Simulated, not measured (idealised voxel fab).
Name of the process module below: voxel capacitor over wiring
Each square cell in cross-section cut measures 5 nm, and the section as a whole is 280 nm wide.
In this document a cross-section is written as a grid of square cells. It is given as a series of bands, listed from the top down, and a band is one or more rows of cells.
Within each band entry, the heights of the top and of the bottom of the band appear first, in that order and in nm; the materials of the band then follow from left to right, each with its corresponding width in nm. The designation "all across" on a single material indicates that it fills the band from edge to edge; the designation "blank" indicates empty space.
Measure heights from 0. That's the level where, below it, the as-received wafer is all one material. The lowest band is bottomless and extends downward; write it as in "0 -> down".
It should be noted that a width expressed as "30..40" varies in equal increments from row to row of cells within the band, taking the value of the first number at the top row and that of the second number at the bottom row.
For the purposes of this document, the phrase "remained the same" attached to a step denotes that no cell within the cross-section was modified by that step.
Closed-off voids of 8+ cells (no open route to the top) go in "Enclosed cavity list", written width x height at distance from the left edge, in nm.
What comes after the settings on a step's line is commentary from the simulator itself on that step.
"overlay nm", when on a step's line for a step with a mask, measures how far to the right of its planned place the mask lay; a negative measure means to the left.
Below is the list of planned process steps:
1. RECEIVE with material Si
2. CONFORMAL_DEP with material SiO2, thk nm 15
3. DIRECTIONAL_DEP with material TiN, thk nm 5
4. DIRECTIONAL_DEP with material W, thk nm 15
5. PATTERN with tone cover, mask id METAL_1, material resist, width nm 30, pitch nm 100, thk nm 20, overlay nm 0
6. DIRECTIONAL_ETCH with etch materials W, depth nm 15
7. DIRECTIONAL_ETCH with etch materials TiN, depth nm 5
8. STRIP with etch materials resist
9. FILL_DEP with material lowk, thk nm 5
10. CMP with height nm 35
11. CONFORMAL_DEP with material SiCN, thk nm 5
12. DIRECTIONAL_DEP with material lowk, thk nm 20
13. DIRECTIONAL_DEP with material aC, thk nm 10
14. PATTERN with tone open, mask id PLUG_1, material resist, width nm 15, thk nm 30, overlay nm 0
15. DIRECTIONAL_ETCH with etch materials aC, depth nm 10
16. STRIP with etch materials resist
17. DIRECTIONAL_ETCH with etch materials lowk, depth nm 20
18. DIRECTIONAL_ETCH with etch materials SiCN, depth nm 5
19. STRIP with etch materials aC
20. EPI with material Ru, thk nm 10
21. EPI with material Ru, thk nm 10
22. EPI with material Ru, thk nm 5
23. DIRECTIONAL_DEP with material TiN, thk nm 5
24. DIRECTIONAL_DEP with material HfO2, thk nm 5
25. DIRECTIONAL_DEP with material TiN, thk nm 10
26. MASKED_ETCH with tone cover, mask id UPPER_PLATE, width nm 75, etch materials TiN, depth nm 10, overlay nm 0
27. MASKED_ETCH with tone cover, mask id UPPER_PLATE, width nm 75, etch materials HfO2, depth nm 5, overlay nm 0
28. DIRECTIONAL_DEP with material aC, thk nm 10
29. PATTERN with tone cover, mask id LOWER_PLATE, material resist, width nm 85, thk nm 30, overlay nm 0
30. DIRECTIONAL_ETCH with etch materials aC, depth nm 10
31. STRIP with etch materials resist
32. DIRECTIONAL_ETCH with etch materials TiN, depth nm 5
33. STRIP with etch materials aC
34. FILL_DEP with material SiO2, thk nm 20
35. CMP with height nm 95
36. DIRECTIONAL_DEP with material aC, thk nm 15
37. PATTERN with tone open, mask id PLUG_2, material resist, width nm 15, thk nm 30, overlay nm 0
38. DIRECTIONAL_ETCH with etch materials aC, depth nm 15
39. STRIP with etch materials resist
40. DIRECTIONAL_ETCH with etch materials SiO2, depth nm 15
41. STRIP with etch materials aC
42. CONFORMAL_DEP with material TiN, thk nm 5
43. FILL_DEP with material Ru, thk nm 5
44. CMP with height nm 95
45. CONFORMAL_DEP with material SiCN, thk nm 5
Wafer as received: cross-section following step 1:
    0 -> down: Si all across
    Enclosed cavity list: none
End state of the module in cross-section, given the above starting point and plan and one mistake in execution:
    100 -> 95: SiCN all across
    95 -> 85: SiO2 100, then TiN 5, then Ru 5, then TiN 5, then SiO2 165
    85 -> 80: SiO2 100, then TiN 15, then SiO2 165
    80 -> 70: SiO2 90, then TiN 75, then SiO2 115
    70 -> 65: SiO2 90, then HfO2 75, then SiO2 115
    65 -> 60: SiO2 85, then TiN 85, then SiO2 110
    60 -> 40: lowk 85, then Ru 15, then lowk 180
    40 -> 35: SiCN 85, then Ru 15, then SiCN 180
    35 -> 20: lowk 75, then W 30, then lowk 70, then W 30, then lowk 75
    20 -> 15: lowk 75, then TiN 30, then lowk 70, then TiN 30, then lowk 75
    15 -> 0: SiO2 all across
    0 -> down: Si all across
    Enclosed cavity list: none
In executing the process, a mistake was made relative to the plan: step 14, actual vs plan mismatch, actual run PATTERN with tone open, mask id PLUG_1, material resist, width nm 15, thk nm 30, overlay nm -5
